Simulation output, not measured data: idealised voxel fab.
The process module presented herein is designated voxel ribs on slabs.
Cross-section cut spans 300 nm and uses square cells 5 nm in size.
When this document writes out a cross-section, it uses a grid of square cells and lists it as bands, beginning at the top and moving down, with a band standing for one or more rows of cells. Heads up on the band format: heights come first, top then bottom, in nm. After that it's the materials left to right, each with its width in nm. A single material flagged "full width" fills the whole band edge to edge, and "air" means there's empty space there. Below 0: as-received wafer, all one material; heights counted from there. Lowest band: no bottom, goes on down, written "0..down". Width spec "30 to 40" -> top row of cells at first value, bottom row at second value, equal per-row change in between. "remains unaltered" (step): cross-section cells unchanged, all of them. Basically, "Closed void catalog" tells you about the enclosed voids: empty spaces with no open way to the top, 8 cells or bigger, each written width x height at distance, where distance is from the left edge, all in nm. Heads up: the bit after the settings on a step's line is the simulator's remark on that step. Among the settings permitted on a step's line is "overlay nm"; applied to a step with a mask, it specifies the extent to which the mask lay to the right of its planned position, whereas a negative figure signifies a position to the left.

Steps in the process plan:
| 1 | RECEIVE (material Si) |
| 2 | DIRECTIONAL_DEP (material SiO2; thk nm 20) |
| 3 | DIRECTIONAL_DEP (material SiN; thk nm 25) |
| 4 | DIRECTIONAL_DEP (material aC; thk nm 15) |
| 5 | PATTERN (tone cover; mask id RIB; material resist; width nm 15; thk nm 30; overlay nm 0) |
| 6 | DIRECTIONAL_ETCH (etch materials aC; depth nm 15) |
| 7 | STRIP (etch materials resist) |
| 8 | DIRECTIONAL_ETCH (etch materials SiN; depth nm 10) |
| 9 | STRIP (etch materials aC) |
| 10 | DIRECTIONAL_DEP (material aC; thk nm 10) |
| 11 | PATTERN (tone cover; mask id SLAB; material resist; width nm 55; thk nm 30; overlay nm 0) |
| 12 | DIRECTIONAL_ETCH (etch materials aC; depth nm 10) |
| 13 | STRIP (etch materials resist) |
| 14 | DIRECTIONAL_ETCH (etch materials SiN; depth nm 15) |
| 15 | STRIP (etch materials aC) |
| 16 | FILL_DEP (material SiO2; thk nm 20) |
| 17 | CMP (height nm 55) |
| 18 | DIRECTIONAL_DEP (material W; thk nm 5) |
| 19 | DIRECTIONAL_DEP (material aC; thk nm 10) |
| 20 | PATTERN (tone cover; mask id HEATER; material resist; width nm 25; thk nm 30; overlay nm 0) |
| 21 | DIRECTIONAL_ETCH (etch materials aC; depth nm 10) |
| 22 | STRIP (etch materials resist) |
| 23 | DIRECTIONAL_ETCH (etch materials W; depth nm 5) |
| 24 | STRIP (etch materials aC) |
| 25 | CONFORMAL_DEP (material SiO2; thk nm 10) |

Cross-section, incoming material, after step 1:
* 0..down | Si full width
* Closed void catalog: none

Here's the cross-section of the first of our two wafers at the end of the module - it ran as planned:
* 70..65 | 125 of air  45 of SiO2  130 of air
* 65..60 | SiO2 full width
* 60..55 | 135 of SiO2  25 of W  140 of SiO2
* 55..45 | SiO2 full width
* 45..35 | 140 of SiO2  15 of SiN  145 of SiO2
* 35..20 | 120 of SiO2  55 of SiN  125 of SiO2
* 20..0 | SiO2 full width
* 0..down | Si full width
* Closed void catalog: none

Cross-section at end of module for the second wafer of two, which matched the first in starting point and plan and differed by one mistake in its processing:
* 60..55 | 135 of air  25 of W  140 of air
* 55..45 | SiO2 full width
* 45..35 | 140 of SiO2  15 of SiN  145 of SiO2
* 35..20 | 120 of SiO2  55 of SiN  125 of SiO2
* 20..0 | SiO2 full width
* 0..down | Si full width
* Closed void catalog: none
It is concluded that the wafer was processed incorrectly with respect to the plan, in that step 25 of the plan did not run at all; it was left out
End check, counted in cells, second wafer has more or fewer of these materials than the first: -124 SiO2
